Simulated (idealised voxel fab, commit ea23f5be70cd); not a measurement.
process module | voxel capacitor over wiring
cross-section cut | 155 nm wide | cells 5 nm
A cross-section is a grid of square cells, given in bands from the top down. A band is one or more rows of cells.
Each band's line starts with the height of the band's top and of its bottom, in nm. Then come its materials from left to right, each with its width in nm. One material with "throughout" fills the band from edge to edge. "air" is empty space.
Height 0 is the level under which the wafer as received is all one material. The lowest band goes on downwards, as in "0 down".
A width such as "30 to 40" changes by the same amount from each row of cells to the next, from the band's top row to its bottom row.
"no change" after a step means that no cell of the cross-section changed.
closed voids: empty space of 8 cells or more with no open way to the top, each as width x height at its distance from the left edge, in nm
after a step's settings: what the simulator itself notes on the step
overlay nm, on a step with a mask: how far to the right of its planned place the mask lay; to the left if negative
plan
1 op RECEIVE | material Si
2 op CONFORMAL_DEP | material SiO2 | thk nm 10
3 op CONFORMAL_DEP | material SiN | thk nm 5
4 op DIRECTIONAL_DEP | material SiO2 | thk nm 25
5 op DIRECTIONAL_DEP | material aC | thk nm 10
6 op PATTERN | tone open | mask id METAL_1 | material resist | width nm 25 | pitch nm 80 | thk nm 25 | overlay nm 0
7 op DIRECTIONAL_ETCH | etch materials aC | depth nm 10
8 op STRIP | etch materials resist
9 op DIRECTIONAL_ETCH | etch materials SiO2 | depth nm 25
10 op DIRECTIONAL_ETCH | etch materials SiN | depth nm 5
11 op STRIP | etch materials aC
12 op CONFORMAL_DEP | material TiN | thk nm 5
13 op FILL_DEP | material Cu | thk nm 5
14 op CMP | height nm 40
15 op CONFORMAL_DEP | material SiCN | thk nm 5
16 op DIRECTIONAL_DEP | material lowk | thk nm 15
17 op DIRECTIONAL_DEP | material aC | thk nm 15
18 op PATTERN | tone open | mask id PLUG_1 | material resist | width nm 15 | thk nm 30 | overlay nm 0
19 op DIRECTIONAL_ETCH | etch materials aC | depth nm 15
20 op STRIP | etch materials resist
21 op DIRECTIONAL_ETCH | etch materials lowk | depth nm 15
22 op DIRECTIONAL_ETCH | etch materials SiCN | depth nm 5
23 op STRIP | etch materials aC
24 op EPI | material Ru | thk nm 10
25 op EPI | material Ru | thk nm 10
26 op DIRECTIONAL_DEP | material TiN | thk nm 5
27 op DIRECTIONAL_DEP | material Al2O3 | thk nm 5
28 op DIRECTIONAL_DEP | material TiN | thk nm 5
29 op PATTERN | tone cover | mask id UPPER_PLATE | material resist | width nm 60 | thk nm 15 | overlay nm 0
30 op DIRECTIONAL_ETCH | etch materials TiN | depth nm 5
31 op DIRECTIONAL_ETCH | etch materials Al2O3 | depth nm 5
32 op STRIP | etch materials resist
33 op MASKED_ETCH | tone cover | mask id LOWER_PLATE | width nm 70 | etch materials TiN | depth nm 5 | overlay nm 0
34 op FILL_DEP | material SiO2 | thk nm 15
35 op CMP | height nm 85
36 op PATTERN | tone open | mask id PLUG_2 | material resist | width nm 15 | thk nm 15 | overlay nm 0
37 op DIRECTIONAL_ETCH | etch materials SiO2 | depth nm 10
38 op STRIP | etch materials resist
39 op CONFORMAL_DEP | material TiN | thk nm 5
40 op FILL_DEP | material W | thk nm 5
41 op CMP | height nm 85
42 op CONFORMAL_DEP | material SiN | thk nm 5
as received, after step 1
  0 down: Si throughout
  closed voids: none
first wafer at the end, as planned
  90 to 85: SiN throughout
  85 to 80: SiO2 45 | TiN 5 | W 5 | TiN 5 | SiO2 95
  80 to 70: SiO2 45 to 35 | TiN 15 to 60 | SiO2 95 to 60
  70 to 65: SiO2 35 | Al2O3 60 | SiO2 60
  65 to 60: SiO2 30 | TiN 70 | SiO2 55
  60 to 45: lowk 35 | Ru 15 | lowk 105
  45 to 40: SiCN 35 | Ru 15 | SiCN 105
  40 to 15: SiO2 25 | TiN 5 | Cu 15 | TiN 5 | SiO2 55 | TiN 5 | Cu 15 | TiN 5 | SiO2 25
  15 to 10: SiN 25 | TiN 25 | SiN 55 | TiN 25 | SiN 25
  10 to 0: SiO2 throughout
  0 down: Si throughout
  closed voids: none
second wafer at the end: like start, like plan, one mistake
  90 to 85: SiN throughout
  85 to 80: SiO2 45 | TiN 5 | W 5 | TiN 5 | SiO2 95
  80 to 70: SiO2 45 to 35 | TiN 15 to 60 | SiO2 95 to 60
  70 to 65: SiO2 35 | Al2O3 60 | SiO2 60
  65 to 60: SiO2 30 | TiN 70 | SiO2 55
  60 to 45: lowk 40 | Ru 15 | lowk 100
  45 to 40: SiCN 40 | Ru 15 | SiCN 100
  40 to 15: SiO2 25 | TiN 5 | Cu 15 | TiN 5 | SiO2 55 | TiN 5 | Cu 15 | TiN 5 | SiO2 25
  15 to 10: SiN 25 | TiN 25 | SiN 55 | TiN 25 | SiN 25
  10 to 0: SiO2 throughout
  0 down: Si throughout
  closed voids: none
what went wrong: step 18 ran as: op PATTERN | tone open | mask id PLUG_1 | material resist | width nm 15 | thk nm 30 | overlay nm 5
at the end the second wafer has, in cells: as many of each material as the first, in other places
